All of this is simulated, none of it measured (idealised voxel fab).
process module | voxel air gaps
cross-section cut | 295 nm wide | cells 5 nm
A cross-section is a grid of square cells, given in bands from the top down. A band is one or more rows of cells.
Each band's line starts with the height of the band's top and of its bottom, in nm. Then come its materials from left to right, each with its width in nm. One material with "throughout" fills the band from edge to edge. "air" is empty space.
Height 0 is the level under which the wafer as received is all one material. The lowest band goes on downwards, as in "0 down".
A width such as "30 to 40" changes by the same amount from each row of cells to the next, from the band's top row to its bottom row.
"no change" after a step means that no cell of the cross-section changed.
closed voids: empty space of 8 cells or more with no open way to the top, each as width x height at its distance from the left edge, in nm
after a step's settings: what the simulator itself notes on the step
overlay nm, on a step with a mask: how far to the right of its planned place the mask lay; to the left if negative
plan
1 op RECEIVE | material Si
2 op CONFORMAL_DEP | material SiO2 | thk nm 15
3 op CONFORMAL_DEP | material SiN | thk nm 5
4 op DIRECTIONAL_DEP | material lowk | thk nm 35
5 op MASKED_ETCH | tone open | mask id LINES | width nm 15 | pitch nm 50 | etch materials lowk | depth nm 35 | overlay nm 0
6 op CONFORMAL_DEP | material TiN | thk nm 5
7 op FILL_DEP | material Cu | thk nm 5
8 op CMP | height nm 55
9 op EPI | material Ru | thk nm 10
10 op SELECTIVE_ETCH | etch materials lowk | depth nm 45
11 op CONFORMAL_DEP | material SiN | thk nm 5
varied across the wafers: width nm of step 5. The plan shows the first wafer's value. All wafers start alike
first wafer as received, after step 1
  0 down: Si throughout
  closed voids: none
first wafer at the end, after step 11
  70 to 65: air 75 | SiN 45 | air 5 | SiN 45 | air 5 | SiN 45 | air 75
  65 to 55: air 75 | SiN 5 | Ru 35 | SiN 5 | air 5 | SiN 5 | Ru 35 | SiN 5 | air 5 | SiN 5 | Ru 35 | SiN 5 | air 75
  55 to 50: air 75 | SiN 15 | TiN 5 | Cu 5 | TiN 5 | SiN 15 | air 5 | SiN 15 | TiN 5 | Cu 5 | TiN 5 | SiN 15 | air 5 | SiN 15 | TiN 5 | Cu 5 | TiN 5 | SiN 15 | air 75
  50 to 25: air 85 | SiN 5 | TiN 5 | Cu 5 | TiN 5 | SiN 5 | air 25 | SiN 5 | TiN 5 | Cu 5 | TiN 5 | SiN 5 | air 25 | SiN 5 | TiN 5 | Cu 5 | TiN 5 | SiN 5 | air 85
  25 to 20: SiN 90 | TiN 15 | SiN 35 | TiN 15 | SiN 35 | TiN 15 | SiN 90
  20 to 15: SiN throughout
  15 to 0: SiO2 throughout
  0 down: Si throughout
  closed voids: none
last wafer at the end
  70 to 65: air 65 | SiN 165 | air 65
  65 to 55: air 65 | SiN 5 | Ru 155 | SiN 5 | air 65
  55 to 50: air 65 | SiN 15 | TiN 5 | Cu 25 | TiN 5 | lowk 15 | TiN 5 | Cu 25 | TiN 5 | lowk 15 | TiN 5 | Cu 25 | TiN 5 | SiN 15 | air 65
  50 to 25: air 75 | SiN 5 | TiN 5 | Cu 25 | TiN 5 | lowk 15 | TiN 5 | Cu 25 | TiN 5 | lowk 15 | TiN 5 | Cu 25 | TiN 5 | SiN 5 | air 75
  25 to 20: SiN 80 | TiN 35 | lowk 15 | TiN 35 | lowk 15 | TiN 35 | SiN 80
  20 to 15: SiN throughout
  15 to 0: SiO2 throughout
  0 down: Si throughout
  closed voids: none
each wafer at the end: cells of each material gained (+) or lost (-) since it was received, then its closed voids
width nm 15 | +18 Cu | +42 Ru | +196 SiN | +177 SiO2 | +45 TiN | closed voids: none
width nm 20 | +36 Cu | +48 Ru | +196 SiN | +177 SiO2 | +48 TiN | closed voids: 20 x 25 at 110; 20 x 25 at 160
width nm 25 | +54 Cu | +54 Ru | +188 SiN | +177 SiO2 | +51 TiN | closed voids: 15 x 25 at 115; 15 x 25 at 165
width nm 30 | +72 Cu | +60 Ru | +144 SiN | +177 SiO2 | +54 TiN | +56 lowk | closed voids: none
width nm 35 | +90 Cu | +62 Ru | +144 SiN | +177 SiO2 | +57 TiN | +42 lowk | closed voids: none
